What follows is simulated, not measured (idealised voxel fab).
Process module heading - voxel wiring stack
The cross-section shown here is cut; it is 180 nm wide and divided into square cells measuring 5 nm on a side.
In what follows, cross-sections appear as grids of square cells, described through bands that run from the top down, where every band is one or more rows of cells.
Top height, bottom height, nm. Materials left to right, width each, nm. Single material + "everywhere" = fills band edge to edge. "blank" = empty.
All heights in this document are referenced to 0, defined as the level beneath which the wafer, as received, consists entirely of one material. The lowest band is not bounded below; it extends indefinitely downward and is written in the form "top 0, no bottom".
When a width is written as two numbers, as in "30..40", the first number is the width in the top row of cells of the band and the second is the width in its bottom row, and the width changes by the same amount from each row to the next.
A step reported as "remained unchanged" is a step in which no cell of the cross-section changed.
Basically, "Enclosed void inventory" tells you about the enclosed voids: empty spaces with no open way to the top, 8 cells or bigger, each written width x height at distance, where distance is from the left edge, all in nm.
If you see something after the settings on a step's line, that's the simulator's own remark about that step.
When a step includes a mask, the "overlay nm" setting on its line states how far to the right of its planned place that mask lay, and negative values state how far to the left.
Everything after this point is organized in pairs: a cross-section before one process step, a cross-section after it that shows only as deep as the lowest changed band, and, under the pair, the intervening step with its settings. Because different runs of this module on the same starting wafer can supply different pairs, a pair continues from the pair above it only if its entry headed "State before step" says so.

State before step
* top 140, bottom 130  aC everywhere
* top 130, bottom 105  SiO2 everywhere
* top 105, bottom 100  SiN everywhere
* top 100, bottom 80  SiO2 (25), TiN (5), W (5), TiN (5), SiO2 (85), TiN (5), W (5), TiN (5), SiO2 (40)
* top 80, bottom 75  SiCN (25), TiN (15), SiCN (85), TiN (15), SiCN (40)
* top 75, bottom 65  lowk (25), TiN (5), Cu (20), TiN (5), lowk (20), TiN (5), Cu (20), TiN (5), lowk (20), TiN (5), Cu (20), TiN (5), lowk (25)
* top 65, bottom 60  lowk (25), TiN (5), Cu (5), TiN (20), lowk (20), TiN (5), Cu (5), TiN (20), lowk (20), TiN (5), Cu (5), TiN (20), lowk (25)
* top 60, bottom 45  lowk (25), TiN (5), Cu (5), TiN (5), lowk (35), TiN (5), Cu (5), TiN (5), lowk (35), TiN (5), Cu (5), TiN (5), lowk (40)
* top 45, bottom 40  SiCN (25), TiN (15), SiCN (35), TiN (15), SiCN (35), TiN (15), SiCN (40)
* top 40, bottom 25  lowk (20), SiCN (5), W (30), SiCN (5), lowk (10), SiCN (5), W (30), SiCN (5), lowk (10), SiCN (5), W (30), SiCN (5), lowk (20)
* top 25, bottom 20  SiCN (25), W (30), SiCN (20), W (30), SiCN (20), W (30), SiCN (25)
* top 20, bottom 5  SiO2 everywhere
* top 5, bottom 0  TiN everywhere
* top 0, no bottom  Si everywhere
* Enclosed void inventory: none

Sectional Result
* top 165, bottom 140  resist (25), blank (30), resist (20), blank (30), resist (20), blank (30), resist (25)
* At heights below 140, the structure remains unaltered.
* Enclosed void inventory: none
Intermediate step for the cross-sections above: PATTERN (tone open; mask id METAL_3; material resist; width nm 30; pitch nm 50; thk nm 25; overlay nm 0)

State before step: see the after view in the pair directly above.

Sectional Result
* top 155, bottom 140  resist (25), blank (30), resist (20), blank (30), resist (20), blank (30), resist (25)
* top 140, bottom 130  aC (25), blank (30), aC (20), blank (30), aC (20), blank (30), aC (25)
* At heights below 130, the structure remains unaltered.
* Enclosed void inventory: none
Intermediate step for the cross-sections above: DIRECTIONAL_ETCH (etch materials aC; depth nm 10)

State before step: see the after view in the pair directly above.

Sectional Result
* top 140, bottom 130  aC (25), blank (30), aC (20), blank (30), aC (20), blank (30), aC (25)
* At heights below 130, the structure remains unaltered.
* Enclosed void inventory: none
Intermediate step for the cross-sections above: STRIP (etch materials resist)

State before step: see the after view in the pair directly above.

Sectional Result
* top 140, bottom 130  aC (25), blank (30), aC (20), blank (30), aC (20), blank (30), aC (25)
* top 130, bottom 105  SiO2 (25), blank (30), SiO2 (20), blank (30), SiO2 (20), blank (30), SiO2 (25)
* At heights below 105, the structure remains unaltered.
* Enclosed void inventory: none
Intermediate step for the cross-sections above: DIRECTIONAL_ETCH (etch materials SiO2; depth nm 25)

State before step: see the after view in the pair directly above.

Sectional Result
* top 140, bottom 130  aC (25), blank (30), aC (20), blank (30), aC (20), blank (30), aC (25)
* top 130, bottom 105  SiO2 (25), blank (30), SiO2 (20), blank (30), SiO2 (20), blank (30), SiO2 (25)
* top 105, bottom 100  SiN (25), blank (30), SiN (20), blank (30), SiN (20), blank (30), SiN (25)
* At heights below 100, the structure remains unaltered.
* Enclosed void inventory: none
Intermediate step for the cross-sections above: DIRECTIONAL_ETCH (etch materials SiN; depth nm 5)

State before step: see the after view in the pair directly above.

Sectional Result
* top 130, bottom 105  SiO2 (25), blank (30), SiO2 (20), blank (30), SiO2 (20), blank (30), SiO2 (25)
* At heights below 105, the structure remains unaltered.
* Enclosed void inventory: none
Intermediate step for the cross-sections above: STRIP (etch materials aC)

State before step: see the after view in the pair directly above.

Sectional Result
* top 135, bottom 130  TiN (30), blank (20), TiN (30), blank (20), TiN (30), blank (20), TiN (30)
* top 130, bottom 105  SiO2 (25), TiN (5), blank (20), TiN (5), SiO2 (20), TiN (5), blank (20), TiN (5), SiO2 (20), TiN (5), blank (20), TiN (5), SiO2 (25)
* top 105, bottom 100  SiN (25), TiN (30), SiN (20), TiN (30), SiN (20), TiN (30), SiN (25)
* At heights below 100, the structure remains unaltered.
* Enclosed void inventory: none
Intermediate step for the cross-sections above: CONFORMAL_DEP (material TiN; thk nm 5)

State before step: see the after view in the pair directly above.

Sectional Result
* top 140, bottom 135  Cu everywhere
* top 135, bottom 130  TiN (30), Cu (20), TiN (30), Cu (20), TiN (30), Cu (20), TiN (30)
* top 130, bottom 105  SiO2 (25), TiN (5), Cu (20), TiN (5), SiO2 (20), TiN (5), Cu (20), TiN (5), SiO2 (20), TiN (5), Cu (20), TiN (5), SiO2 (25)
* At heights below 105, the structure remains unaltered.
* Enclosed void inventory: none
Intermediate step for the cross-sections above: FILL_DEP (material Cu; thk nm 5)

State before step: see the after view in the pair directly above.

Sectional Result
* top 130, bottom 105  SiO2 (25), TiN (5), Cu (20), TiN (5), SiO2 (20), TiN (5), Cu (20), TiN (5), SiO2 (20), TiN (5), Cu (20), TiN (5), SiO2 (25)
* At heights below 105, the structure remains unaltered.
* Enclosed void inventory: none
Intermediate step for the cross-sections above: CMP (height nm 130)

State before step: see the after view in the pair directly above.

Sectional Result
* top 135, bottom 130  blank (20), Ru (40), blank (10), Ru (40), blank (10), Ru (40), blank (20)
* At heights below 130, the structure remains unaltered.
* Enclosed void inventory: none
Intermediate step for the cross-sections above: EPI (material Ru; thk nm 5)

State before step: see the after view in the pair directly above.

Sectional Result
* top 140, bottom 135  SiCN everywhere
* top 135, bottom 130  SiCN (20), Ru (40), SiCN (10), Ru (40), SiCN (10), Ru (40), SiCN (20)
* At heights below 130, the structure remains unaltered.
* Enclosed void inventory: none
Intermediate step for the cross-sections above: FILL_DEP (material SiCN; thk nm 5)

State before step: see the after view in the pair directly above.

Sectional Result
* top 155, bottom 140  SiO2 everywhere
* At heights below 140, the structure remains unaltered.
* Enclosed void inventory: none
Intermediate step for the cross-sections above: DIRECTIONAL_DEP (material SiO2; thk nm 15)

State before step: see the after view in the pair directly above.

Sectional Result
* top 155, bottom 140  SiO2 (25), blank (15), SiO2 (35), blank (15), SiO2 (35), blank (15), SiO2 (40)
* At heights below 140, the structure remains unaltered.
* Enclosed void inventory: none
Intermediate step for the cross-sections above: MASKED_ETCH (tone open; mask id PLUG_3; width nm 15; pitch nm 50; etch materials SiO2; depth nm 15; overlay nm 0)

State before step: see the after view in the pair directly above.

Sectional Result
* top 155, bottom 140  SiO2 (25), blank (15), SiO2 (35), blank (15), SiO2 (35), blank (15), SiO2 (40)
* top 140, bottom 135  SiCN (25), blank (15), SiCN (35), blank (15), SiCN (35), blank (15), SiCN (40)
* At heights below 135, the structure remains unaltered.
* Enclosed void inventory: none
Intermediate step for the cross-sections above: MASKED_ETCH (tone open; mask id PLUG_3; width nm 15; pitch nm 50; etch materials SiCN; depth nm 5; overlay nm 0)

State before step: see the after view in the pair directly above.

Sectional Result
* top 160, bottom 155  TiN (30), blank (5), TiN (45), blank (5), TiN (45), blank (5), TiN (45)
* top 155, bottom 140  SiO2 (25), TiN (5), blank (5), TiN (5), SiO2 (35), TiN (5), blank (5), TiN (5), SiO2 (35), TiN (5), blank (5), TiN (5), SiO2 (40)
* top 140, bottom 135  SiCN (25), TiN (15), SiCN (35), TiN (15), SiCN (35), TiN (15), SiCN (40)
* At heights below 135, the structure remains unaltered.
* Enclosed void inventory: none
Intermediate step for the cross-sections above: CONFORMAL_DEP (material TiN; thk nm 5)

State before step: see the after view in the pair directly above.

Sectional Result
* top 170, bottom 160  Cu everywhere
* top 160, bottom 155  TiN (30), Cu (5), TiN (45), Cu (5), TiN (45), Cu (5), TiN (45)
* top 155, bottom 140  SiO2 (25), TiN (5), Cu (5), TiN (5), SiO2 (35), TiN (5), Cu (5), TiN (5), SiO2 (35), TiN (5), Cu (5), TiN (5), SiO2 (40)
* At heights below 140, the structure remains unaltered.
* Enclosed void inventory: none
Intermediate step for the cross-sections above: FILL_DEP (material Cu; thk nm 10)

State before step: see the after view in the pair directly above.

Sectional Result
* top 155, bottom 140  SiO2 (25), TiN (5), Cu (5), TiN (5), SiO2 (35), TiN (5), Cu (5), TiN (5), SiO2 (35), TiN (5), Cu (5), TiN (5), SiO2 (40)
* At heights below 140, the structure remains unaltered.
* Enclosed void inventory: none
Intermediate step for the cross-sections above: CMP (height nm 155)

State before step: see the after view in the pair directly above.

Sectional Result
* top 160, bottom 155  SiN everywhere
* At heights below 155, the structure remains unaltered.
* Enclosed void inventory: none
Intermediate step for the cross-sections above: CONFORMAL_DEP (material SiN; thk nm 5)

State before step: see the after view in the pair directly above.

Sectional Result
* top 180, bottom 160  lowk everywhere
* At heights below 160, the structure remains unaltered.
* Enclosed void inventory: none
Intermediate step for the cross-sections above: DIRECTIONAL_DEP (material lowk; thk nm 20)

State before step: see the after view in the pair directly above.

Sectional Result
* top 195, bottom 180  resist (25), blank (30), resist (20), blank (30), resist (20), blank (30), resist (25)
* At heights below 180, the structure remains unaltered.
* Enclosed void inventory: none
Intermediate step for the cross-sections above: PATTERN (tone open; mask id METAL_4; material resist; width nm 30; pitch nm 50; thk nm 15; overlay nm 0)

State before step: see the after view in the pair directly above.

Sectional Result
* top 195, bottom 180  resist (25), blank (30), resist (20), blank (30), resist (20), blank (30), resist (25)
* top 180, bottom 160  lowk (25), blank (30), lowk (20), blank (30), lowk (20), blank (30), lowk (25)
* At heights below 160, the structure remains unaltered.
* Enclosed void inventory: none
Intermediate step for the cross-sections above: DIRECTIONAL_ETCH (etch materials lowk; depth nm 20)

State before step: see the after view in the pair directly above.

Sectional Result
* top 195, bottom 180  resist (25), blank (30), resist (20), blank (30), resist (20), blank (30), resist (25)
* top 180, bottom 160  lowk (25), blank (30), lowk (20), blank (30), lowk (20), blank (30), lowk (25)
* top 160, bottom 155  SiN (25), blank (30), SiN (20), blank (30), SiN (20), blank (30), SiN (25)
* At heights below 155, the structure remains unaltered.
* Enclosed void inventory: none
Intermediate step for the cross-sections above: DIRECTIONAL_ETCH (etch materials SiN; depth nm 5)

State before step: see the after view in the pair directly above.

Sectional Result
* top 180, bottom 160  lowk (25), blank (30), lowk (20), blank (30), lowk (20), blank (30), lowk (25)
* At heights below 160, the structure remains unaltered.
* Enclosed void inventory: none
Intermediate step for the cross-sections above: STRIP (etch materials resist)

State before step: see the after view in the pair directly above.

Sectional Result
* top 185, bottom 180  TiN (30), blank (20), TiN (30), blank (20), TiN (30), blank (20), TiN (30)
* top 180, bottom 160  lowk (25), TiN (5), blank (20), TiN (5), lowk (20), TiN (5), blank (20), TiN (5), lowk (20), TiN (5), blank (20), TiN (5), lowk (25)
* top 160, bottom 155  SiN (25), TiN (30), SiN (20), TiN (30), SiN (20), TiN (30), SiN (25)
* At heights below 155, the structure remains unaltered.
* Enclosed void inventory: none
Intermediate step for the cross-sections above: CONFORMAL_DEP (material TiN; thk nm 5)

State before step: see the after view in the pair directly above.

Sectional Result
* top 195, bottom 185  W everywhere
* top 185, bottom 180  TiN (30), W (20), TiN (30), W (20), TiN (30), W (20), TiN (30)
* top 180, bottom 160  lowk (25), TiN (5), W (20), TiN (5), lowk (20), TiN (5), W (20), TiN (5), lowk (20), TiN (5), W (20), TiN (5), lowk (25)
* At heights below 160, the structure remains unaltered.
* Enclosed void inventory: none
Intermediate step for the cross-sections above: FILL_DEP (material W; thk nm 10)

State before step: see the after view in the pair directly above.

Sectional Result
* top 180, bottom 160  lowk (25), TiN (5), W (20), TiN (5), lowk (20), TiN (5), W (20), TiN (5), lowk (20), TiN (5), W (20), TiN (5), lowk (25)
* At heights below 160, the structure remains unaltered.
* Enclosed void inventory: none
Intermediate step for the cross-sections above: CMP (height nm 180)

State before step: see the after view in the pair directly above.

Sectional Result
* top 185, bottom 180  SiCN everywhere
* At heights below 180, the structure remains unaltered.
* Enclosed void inventory: none
Intermediate step for the cross-sections above: CONFORMAL_DEP (material SiCN; thk nm 5)

State before step
* top 140, bottom 135  SiCN everywhere
* top 135, bottom 130  SiCN (20), Ru (40), SiCN (10), Ru (40), SiCN (10), Ru (40), SiCN (20)
* top 130, bottom 105  SiO2 (25), TiN (5), Cu (20), TiN (5), SiO2 (20), TiN (5), Cu (20), TiN (5), SiO2 (20), TiN (5), Cu (20), TiN (5), SiO2 (25)
* top 105, bottom 100  SiN (25), TiN (30), SiN (20), TiN (30), SiN (20), TiN (30), SiN (25)
* top 100, bottom 80  SiO2 (25), TiN (5), W (5), TiN (5), SiO2 (85), TiN (5), W (5), TiN (5), SiO2 (40)
* top 80, bottom 75  SiCN (25), TiN (15), SiCN (85), TiN (15), SiCN (40)
* top 75, bottom 65  lowk (25), TiN (5), Cu (20), TiN (5), lowk (20), TiN (5), Cu (20), TiN (5), lowk (20), TiN (5), Cu (20), TiN (5), lowk (25)
* top 65, bottom 60  lowk (25), TiN (5), Cu (5), TiN (20), lowk (20), TiN (5), Cu (5), TiN (20), lowk (20), TiN (5), Cu (5), TiN (20), lowk (25)
* top 60, bottom 45  lowk (25), TiN (5), Cu (5), TiN (5), lowk (35), TiN (5), Cu (5), TiN (5), lowk (35), TiN (5), Cu (5), TiN (5), lowk (40)
* top 45, bottom 40  SiCN (25), TiN (15), SiCN (35), TiN (15), SiCN (35), TiN (15), SiCN (40)
* top 40, bottom 20  lowk (20), SiCN (5), W (30), SiCN (5), lowk (10), SiCN (5), W (30), SiCN (5), lowk (10), SiCN (5), W (30), SiCN (5), lowk (20)
* top 20, bottom 15  SiCN (25), TiN (30), SiCN (20), TiN (30), SiCN (20), TiN (30), SiCN (25)
* top 15, bottom 0  SiO2 everywhere
* top 0, no bottom  Si everywhere
* Enclosed void inventory: none

Sectional Result
* top 145, bottom 140  SiO2 everywhere
* At heights below 140, the structure remains unaltered.
* Enclosed void inventory: none
Intermediate step for the cross-sections above: DIRECTIONAL_DEP (material SiO2; thk nm 5)

State before step: see the after view in the pair directly above.

Sectional Result
* top 145, bottom 140  SiO2 (25), blank (15), SiO2 (35), blank (15), SiO2 (35), blank (15), SiO2 (40)
* At heights below 140, the structure remains unaltered.
* Enclosed void inventory: none
Intermediate step for the cross-sections above: MASKED_ETCH (tone open; mask id PLUG_3; width nm 15; pitch nm 50; etch materials SiO2; depth nm 15; overlay nm 0)

State before step: see the after view in the pair directly above.

Sectional Result
* top 145, bottom 140  SiO2 (25), blank (15), SiO2 (35), blank (15), SiO2 (35), blank (15), SiO2 (40)
* top 140, bottom 135  SiCN (25), blank (15), SiCN (35), blank (15), SiCN (35), blank (15), SiCN (40)
* At heights below 135, the structure remains unaltered.
* Enclosed void inventory: none
Intermediate step for the cross-sections above: MASKED_ETCH (tone open; mask id PLUG_3; width nm 15; pitch nm 50; etch materials SiCN; depth nm 5; overlay nm 0)

State before step: see the after view in the pair directly above.

Sectional Result
* top 150, bottom 145  TiN (30), blank (5), TiN (45), blank (5), TiN (45), blank (5), TiN (45)
* top 145, bottom 140  SiO2 (25), TiN (5), blank (5), TiN (5), SiO2 (35), TiN (5), blank (5), TiN (5), SiO2 (35), TiN (5), blank (5), TiN (5), SiO2 (40)
* top 140, bottom 135  SiCN (25), TiN (15), SiCN (35), TiN (15), SiCN (35), TiN (15), SiCN (40)
* At heights below 135, the structure remains unaltered.
* Enclosed void inventory: none
Intermediate step for the cross-sections above: CONFORMAL_DEP (material TiN; thk nm 5)

State before step: see the after view in the pair directly above.

Sectional Result
* top 160, bottom 150  Cu everywhere
* top 150, bottom 145  TiN (30), Cu (5), TiN (45), Cu (5), TiN (45), Cu (5), TiN (45)
* top 145, bottom 140  SiO2 (25), TiN (5), Cu (5), TiN (5), SiO2 (35), TiN (5), Cu (5), TiN (5), SiO2 (35), TiN (5), Cu (5), TiN (5), SiO2 (40)
* At heights below 140, the structure remains unaltered.
* Enclosed void inventory: none
Intermediate step for the cross-sections above: FILL_DEP (material Cu; thk nm 10)

State before step: see the after view in the pair directly above.

Sectional Result
* top 155, bottom 150  Cu everywhere
* At heights below 150, the structure remains unaltered.
* Enclosed void inventory: none
Intermediate step for the cross-sections above: CMP (height nm 155)

State before step: see the after view in the pair directly above.

Sectional Result
* top 160, bottom 155  SiN everywhere
* At heights below 155, the structure remains unaltered.
* Enclosed void inventory: none
Intermediate step for the cross-sections above: CONFORMAL_DEP (material SiN; thk nm 5)

State before step: see the after view in the pair directly above.

Sectional Result
* top 180, bottom 160  lowk everywhere
* At heights below 160, the structure remains unaltered.
* Enclosed void inventory: none
Intermediate step for the cross-sections above: DIRECTIONAL_DEP (material lowk; thk nm 20)

State before step: see the after view in the pair directly above.

Sectional Result
* top 195, bottom 180  resist (25), blank (30), resist (20), blank (30), resist (20), blank (30), resist (25)
* At heights below 180, the structure remains unaltered.
* Enclosed void inventory: none
Intermediate step for the cross-sections above: PATTERN (tone open; mask id METAL_4; material resist; width nm 30; pitch nm 50; thk nm 15; overlay nm 0)

State before step: see the after view in the pair directly above.

Sectional Result
* top 195, bottom 180  resist (25), blank (30), resist (20), blank (30), resist (20), blank (30), resist (25)
* top 180, bottom 160  lowk (25), blank (30), lowk (20), blank (30), lowk (20), blank (30), lowk (25)
* At heights below 160, the structure remains unaltered.
* Enclosed void inventory: none
Intermediate step for the cross-sections above: DIRECTIONAL_ETCH (etch materials lowk; depth nm 20)

State before step: see the after view in the pair directly above.

Sectional Result
* top 195, bottom 180  resist (25), blank (30), resist (20), blank (30), resist (20), blank (30), resist (25)
* top 180, bottom 160  lowk (25), blank (30), lowk (20), blank (30), lowk (20), blank (30), lowk (25)
* top 160, bottom 155  SiN (25), blank (30), SiN (20), blank (30), SiN (20), blank (30), SiN (25)
* At heights below 155, the structure remains unaltered.
* Enclosed void inventory: none
Intermediate step for the cross-sections above: DIRECTIONAL_ETCH (etch materials SiN; depth nm 5)

State before step: see the after view in the pair directly above.

Sectional Result
* top 180, bottom 160  lowk (25), blank (30), lowk (20), blank (30), lowk (20), blank (30), lowk (25)
* At heights below 160, the structure remains unaltered.
* Enclosed void inventory: none
Intermediate step for the cross-sections above: STRIP (etch materials resist)

State before step: see the after view in the pair directly above.

Sectional Result
* top 185, bottom 180  TiN (30), blank (20), TiN (30), blank (20), TiN (30), blank (20), TiN (30)
* top 180, bottom 160  lowk (25), TiN (5), blank (20), TiN (5), lowk (20), TiN (5), blank (20), TiN (5), lowk (20), TiN (5), blank (20), TiN (5), lowk (25)
* top 160, bottom 155  SiN (25), TiN (30), SiN (20), TiN (30), SiN (20), TiN (30), SiN (25)
* At heights below 155, the structure remains unaltered.
* Enclosed void inventory: none
Intermediate step for the cross-sections above: CONFORMAL_DEP (material TiN; thk nm 5)

State before step: see the after view in the pair directly above.

Sectional Result
* top 195, bottom 185  W everywhere
* top 185, bottom 180  TiN (30), W (20), TiN (30), W (20), TiN (30), W (20), TiN (30)
* top 180, bottom 160  lowk (25), TiN (5), W (20), TiN (5), lowk (20), TiN (5), W (20), TiN (5), lowk (20), TiN (5), W (20), TiN (5), lowk (25)
* At heights below 160, the structure remains unaltered.
* Enclosed void inventory: none
Intermediate step for the cross-sections above: FILL_DEP (material W; thk nm 10)

State before step: see the after view in the pair directly above.

Sectional Result
* top 180, bottom 160  lowk (25), TiN (5), W (20), TiN (5), lowk (20), TiN (5), W (20), TiN (5), lowk (20), TiN (5), W (20), TiN (5), lowk (25)
* At heights below 160, the structure remains unaltered.
* Enclosed void inventory: none
Intermediate step for the cross-sections above: CMP (height nm 180)

State before step: see the after view in the pair directly above.

Sectional Result
* top 185, bottom 180  SiCN everywhere
* At heights below 180, the structure remains unaltered.
* Enclosed void inventory: none
Intermediate step for the cross-sections above: CONFORMAL_DEP (material SiCN; thk nm 5)

State before step
* top 115, bottom 100  aC everywhere
* top 100, bottom 80  SiO2 everywhere
* top 80, bottom 75  SiCN everywhere
* top 75, bottom 65  lowk (25), TiN (5), Cu (20), TiN (5), lowk (20), TiN (5), Cu (20), TiN (5), lowk (20), TiN (5), Cu (20), TiN (5), lowk (25)
* top 65, bottom 60  lowk (25), TiN (5), Cu (5), TiN (20), lowk (20), TiN (5), Cu (5), TiN (20), lowk (20), TiN (5), Cu (5), TiN (20), lowk (25)
* top 60, bottom 45  lowk (25), TiN (5), Cu (5), TiN (5), lowk (35), TiN (5), Cu (5), TiN (5), lowk (35), TiN (5), Cu (5), TiN (5), lowk (40)
* top 45, bottom 40  SiCN (25), TiN (15), SiCN (35), TiN (15), SiCN (35), TiN (15), SiCN (40)
* top 40, bottom 20  lowk (20), SiCN (5), W (30), SiCN (5), lowk (10), SiCN (5), W (30), SiCN (5), lowk (10), SiCN (5), W (30), SiCN (5), lowk (20)
* top 20, bottom 15  SiCN (25), TiN (30), SiCN (20), TiN (30), SiCN (20), TiN (30), SiCN (25)
* top 15, bottom 0  SiO2 everywhere
* top 0, no bottom  Si everywhere
* Enclosed void inventory: none

Sectional Result
* top 145, bottom 115  resist (25), blank (20), resist (80), blank (20), resist (35)
* At heights below 115, the structure remains unaltered.
* Enclosed void inventory: none
Intermediate step for the cross-sections above: PATTERN (tone open; mask id PLUG_2; material resist; width nm 20; pitch nm 100; thk nm 30; overlay nm 0)

State before step: see the after view in the pair directly above.

Sectional Result
* top 130, bottom 115  resist (25), blank (20), resist (80), blank (20), resist (35)
* top 115, bottom 100  aC (25), blank (20), aC (80), blank (20), aC (35)
* At heights below 100, the structure remains unaltered.
* Enclosed void inventory: none
Intermediate step for the cross-sections above: DIRECTIONAL_ETCH (etch materials aC; depth nm 15)

State before step: see the after view in the pair directly above.

Sectional Result
* top 115, bottom 100  aC (25), blank (20), aC (80), blank (20), aC (35)
* At heights below 100, the structure remains unaltered.
* Enclosed void inventory: none
Intermediate step for the cross-sections above: STRIP (etch materials resist)

State before step: see the after view in the pair directly above.

Sectional Result
* top 115, bottom 100  aC (25), blank (20), aC (80), blank (20), aC (35)
* top 100, bottom 80  SiO2 (25), blank (20), SiO2 (80), blank (20), SiO2 (35)
* At heights below 80, the structure remains unaltered.
* Enclosed void inventory: none
Intermediate step for the cross-sections above: DIRECTIONAL_ETCH (etch materials SiO2; depth nm 20)

State before step: see the after view in the pair directly above.

Sectional Result
* top 115, bottom 100  aC (25), blank (20), aC (80), blank (20), aC (35)
* top 100, bottom 80  SiO2 (25), blank (20), SiO2 (80), blank (20), SiO2 (35)
* top 80, bottom 75  SiCN (25), blank (20), SiCN (80), blank (20), SiCN (35)
* At heights below 75, the structure remains unaltered.
* Enclosed void inventory: none
Intermediate step for the cross-sections above: DIRECTIONAL_ETCH (etch materials SiCN; depth nm 5)

State before step: see the after view in the pair directly above.

Sectional Result
* top 100, bottom 80  SiO2 (25), blank (20), SiO2 (80), blank (20), SiO2 (35)
* At heights below 80, the structure remains unaltered.
* Enclosed void inventory: none
Intermediate step for the cross-sections above: STRIP (etch materials aC)

State before step: see the after view in the pair directly above.

Sectional Result
* top 105, bottom 100  TiN (30), blank (10), TiN (90), blank (10), TiN (40)
* top 100, bottom 80  SiO2 (25), TiN (5), blank (10), TiN (5), SiO2 (80), TiN (5), blank (10), TiN (5), SiO2 (35)
* top 80, bottom 75  SiCN (25), TiN (20), SiCN (80), TiN (20), SiCN (35)
* At heights below 75, the structure remains unaltered.
* Enclosed void inventory: none
Intermediate step for the cross-sections above: CONFORMAL_DEP (material TiN; thk nm 5)

State before step: see the after view in the pair directly above.

Sectional Result
* top 115, bottom 105  W everywhere
* top 105, bottom 100  TiN (30), W (10), TiN (90), W (10), TiN (40)
* top 100, bottom 80  SiO2 (25), TiN (5), W (10), TiN (5), SiO2 (80), TiN (5), W (10), TiN (5), SiO2 (35)
* At heights below 80, the structure remains unaltered.
* Enclosed void inventory: none
Intermediate step for the cross-sections above: FILL_DEP (material W; thk nm 10)

State before step: see the after view in the pair directly above.

Sectional Result
* top 100, bottom 80  SiO2 (25), TiN (5), W (10), TiN (5), SiO2 (80), TiN (5), W (10), TiN (5), SiO2 (35)
* At heights below 80, the structure remains unaltered.
* Enclosed void inventory: none
Intermediate step for the cross-sections above: CMP (height nm 100)

State before step: see the after view in the pair directly above.

Sectional Result
* top 105, bottom 100  SiN everywhere
* At heights below 100, the structure remains unaltered.
* Enclosed void inventory: none
Intermediate step for the cross-sections above: CONFORMAL_DEP (material SiN; thk nm 5)

State before step: see the after view in the pair directly above.

Sectional Result
* top 130, bottom 105  SiO2 everywhere
* At heights below 105, the structure remains unaltered.
* Enclosed void inventory: none
Intermediate step for the cross-sections above: DIRECTIONAL_DEP (material SiO2; thk nm 25)

State before step: see the after view in the pair directly above.

Sectional Result
* top 140, bottom 130  aC everywhere
* At heights below 130, the structure remains unaltered.
* Enclosed void inventory: none
Intermediate step for the cross-sections above: DIRECTIONAL_DEP (material aC; thk nm 10)

State before step: see the after view in the pair directly above.

Sectional Result
* top 165, bottom 140  resist (25), blank (30), resist (20), blank (30), resist (20), blank (30), resist (25)
* At heights below 140, the structure remains unaltered.
* Enclosed void inventory: none
Intermediate step for the cross-sections above: PATTERN (tone open; mask id METAL_3; material resist; width nm 30; pitch nm 50; thk nm 25; overlay nm 0)

State before step: see the after view in the pair directly above.

Sectional Result
* top 155, bottom 140  resist (25), blank (30), resist (20), blank (30), resist (20), blank (30), resist (25)
* top 140, bottom 130  aC (25), blank (30), aC (20), blank (30), aC (20), blank (30), aC (25)
* At heights below 130, the structure remains unaltered.
* Enclosed void inventory: none
Intermediate step for the cross-sections above: DIRECTIONAL_ETCH (etch materials aC; depth nm 10)

State before step: see the after view in the pair directly above.

Sectional Result
* top 140, bottom 130  aC (25), blank (30), aC (20), blank (30), aC (20), blank (30), aC (25)
* At heights below 130, the structure remains unaltered.
* Enclosed void inventory: none
Intermediate step for the cross-sections above: STRIP (etch materials resist)

State before step: see the after view in the pair directly above.

Sectional Result
* top 140, bottom 130  aC (25), blank (30), aC (20), blank (30), aC (20), blank (30), aC (25)
* top 130, bottom 105  SiO2 (25), blank (30), SiO2 (20), blank (30), SiO2 (20), blank (30), SiO2 (25)
* At heights below 105, the structure remains unaltered.
* Enclosed void inventory: none
Intermediate step for the cross-sections above: DIRECTIONAL_ETCH (etch materials SiO2; depth nm 25)

State before step: see the after view in the pair directly above.

Sectional Result
* top 140, bottom 130  aC (25), blank (30), aC (20), blank (30), aC (20), blank (30), aC (25)
* top 130, bottom 105  SiO2 (25), blank (30), SiO2 (20), blank (30), SiO2 (20), blank (30), SiO2 (25)
* top 105, bottom 100  SiN (25), blank (30), SiN (20), blank (30), SiN (20), blank (30), SiN (25)
* At heights below 100, the structure remains unaltered.
* Enclosed void inventory: none
Intermediate step for the cross-sections above: DIRECTIONAL_ETCH (etch materials SiN; depth nm 5)

State before step: see the after view in the pair directly above.

Sectional Result
* top 130, bottom 105  SiO2 (25), blank (30), SiO2 (20), blank (30), SiO2 (20), blank (30), SiO2 (25)
* At heights below 105, the structure remains unaltered.
* Enclosed void inventory: none
Intermediate step for the cross-sections above: STRIP (etch materials aC)

State before step: see the after view in the pair directly above.

Sectional Result
* top 135, bottom 130  TiN (30), blank (20), TiN (30), blank (20), TiN (30), blank (20), TiN (30)
* top 130, bottom 105  SiO2 (25), TiN (5), blank (20), TiN (5), SiO2 (20), TiN (5), blank (20), TiN (5), SiO2 (20), TiN (5), blank (20), TiN (5), SiO2 (25)
* top 105, bottom 100  SiN (25), TiN (30), SiN (20), TiN (30), SiN (20), TiN (30), SiN (25)
* At heights below 100, the structure remains unaltered.
* Enclosed void inventory: none
Intermediate step for the cross-sections above: CONFORMAL_DEP (material TiN; thk nm 5)

State before step: see the after view in the pair directly above.

Sectional Result
* top 140, bottom 135  Cu everywhere
* top 135, bottom 130  TiN (30), Cu (20), TiN (30), Cu (20), TiN (30), Cu (20), TiN (30)
* top 130, bottom 105  SiO2 (25), TiN (5), Cu (20), TiN (5), SiO2 (20), TiN (5), Cu (20), TiN (5), SiO2 (20), TiN (5), Cu (20), TiN (5), SiO2 (25)
* At heights below 105, the structure remains unaltered.
* Enclosed void inventory: none
Intermediate step for the cross-sections above: FILL_DEP (material Cu; thk nm 5)

State before step: see the after view in the pair directly above.

Sectional Result
* top 130, bottom 105  SiO2 (25), TiN (5), Cu (20), TiN (5), SiO2 (20), TiN (5), Cu (20), TiN (5), SiO2 (20), TiN (5), Cu (20), TiN (5), SiO2 (25)
* At heights below 105, the structure remains unaltered.
* Enclosed void inventory: none
Intermediate step for the cross-sections above: CMP (height nm 130)

State before step: see the after view in the pair directly above.

Sectional Result
* top 135, bottom 130  blank (20), Ru (40), blank (10), Ru (40), blank (10), Ru (40), blank (20)
* At heights below 130, the structure remains unaltered.
* Enclosed void inventory: none
Intermediate step for the cross-sections above: EPI (material Ru; thk nm 5)

State before step: see the after view in the pair directly above.

Sectional Result
* top 140, bottom 135  SiCN everywhere
* top 135, bottom 130  SiCN (20), Ru (40), SiCN (10), Ru (40), SiCN (10), Ru (40), SiCN (20)
* At heights below 130, the structure remains unaltered.
* Enclosed void inventory: none
Intermediate step for the cross-sections above: FILL_DEP (material SiCN; thk nm 5)
